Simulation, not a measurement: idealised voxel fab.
Title: Process Module voxel wiring stack
The cross-section shown here is cut; it is 245 nm wide and divided into square cells measuring 5 nm on a side.
When this document writes out a cross-section, it uses a grid of square cells and lists it as bands, beginning at the top and moving down, with a band standing for one or more rows of cells. Heights first: top, then bottom, in nm. Then materials, left to right, each with a width in nm. "throughout" on a single material: fills the band edge to edge. "blank": empty space. Height 0 is the level under which the wafer as received is all one material. The lowest band goes on downwards, as in "0 -> down". A width such as "30..40" changes by the same amount from each row of cells to the next, from the band's top row to its bottom row. "stayed the same" -> step changed no cross-section cell. "Enclosed void catalog" - sealed voids, min. 8 cells, no opening to top; format: width x height at distance (distance from left edge; nm throughout). Formally, on a step line, whatever follows the settings is a remark that the simulator itself makes on the step. overlay nm: for a step with a mask, the amount by which the mask lay right of where it was planned; a negative amount means left of it.

## The steps planned for the process are as follows
step 1: RECEIVE,material Si
step 2: CONFORMAL_DEP,material SiO2,thk nm 10
step 3: CONFORMAL_DEP,material SiN,thk nm 5
step 4: DIRECTIONAL_DEP,material lowk,thk nm 20
step 5: PATTERN,tone open,mask id METAL_1,material resist,width nm 30,pitch nm 45,thk nm 15,overlay nm 0
step 6: DIRECTIONAL_ETCH,etch materials lowk,depth nm 20
step 7: DIRECTIONAL_ETCH,etch materials SiN,depth nm 5
step 8: STRIP,etch materials resist
step 9: CONFORMAL_DEP,material TiN,thk nm 5
step 10: FILL_DEP,material Ru,thk nm 5
step 11: CMP,height nm 35
step 12: EPI,material Ru,thk nm 5
step 13: FILL_DEP,material SiCN,thk nm 5
step 14: DIRECTIONAL_DEP,material lowk,thk nm 35
step 15: DIRECTIONAL_DEP,material aC,thk nm 10
step 16: PATTERN,tone open,mask id METAL_2,material resist,width nm 30,pitch nm 45,thk nm 25,overlay nm 0
step 17: DIRECTIONAL_ETCH,etch materials aC,depth nm 10
step 18: STRIP,etch materials resist
step 19: DIRECTIONAL_ETCH,etch materials lowk,depth nm 20
step 20: STRIP,etch materials aC
step 21: DIRECTIONAL_DEP,material aC,thk nm 10
step 22: PATTERN,tone open,mask id METAL_2_HOLES,material resist,width nm 15,thk nm 30,overlay nm 0
step 23: DIRECTIONAL_ETCH,etch materials aC,depth nm 10
step 24: STRIP,etch materials resist
step 25: DIRECTIONAL_ETCH,etch materials lowk,depth nm 15
step 26: DIRECTIONAL_ETCH,etch materials SiCN,depth nm 5
step 27: STRIP,etch materials aC
step 28: CONFORMAL_DEP,material TiN,thk nm 5
step 29: FILL_DEP,material Cu,thk nm 5
step 30: CMP,height nm 80
step 31: CONFORMAL_DEP,material SiCN,thk nm 5

## Here's what the wafer looked like in cross-section when it arrived - that's after step 1
> 0 -> down | Si throughout
> Enclosed void catalog: none

## Look at the cross-section after the module: the wafer started out the way shown above and the plan was the one shown above, yet one mistake was made along the way
> 85 -> 80 | SiCN throughout
> 80 -> 50 | lowk: 85 | TiN: 5 | Cu: 20 | TiN: 5 | lowk: 15 | TiN: 5 | Cu: 20 | TiN: 5 | lowk: 85
> 50 -> 45 | lowk: 85 | TiN: 5 | Cu: 5 | TiN: 20 | lowk: 15 | TiN: 30 | lowk: 85
> 45 -> 40 | SiCN: 85 | TiN: 15 | SiCN: 145
> 40 -> 35 | SiCN: 80 | Ru: 40 | SiCN: 5 | Ru: 40 | SiCN: 80
> 35 -> 15 | lowk: 85 | TiN: 5 | Ru: 20 | TiN: 5 | lowk: 15 | TiN: 5 | Ru: 20 | TiN: 5 | lowk: 85
> 15 -> 10 | SiN: 85 | TiN: 30 | SiN: 15 | TiN: 30 | SiN: 85
> 10 -> 0 | SiO2 throughout
> 0 -> down | Si throughout
> Enclosed void catalog: none
Here's what went sideways: regarding the plan, step 19 was run twice
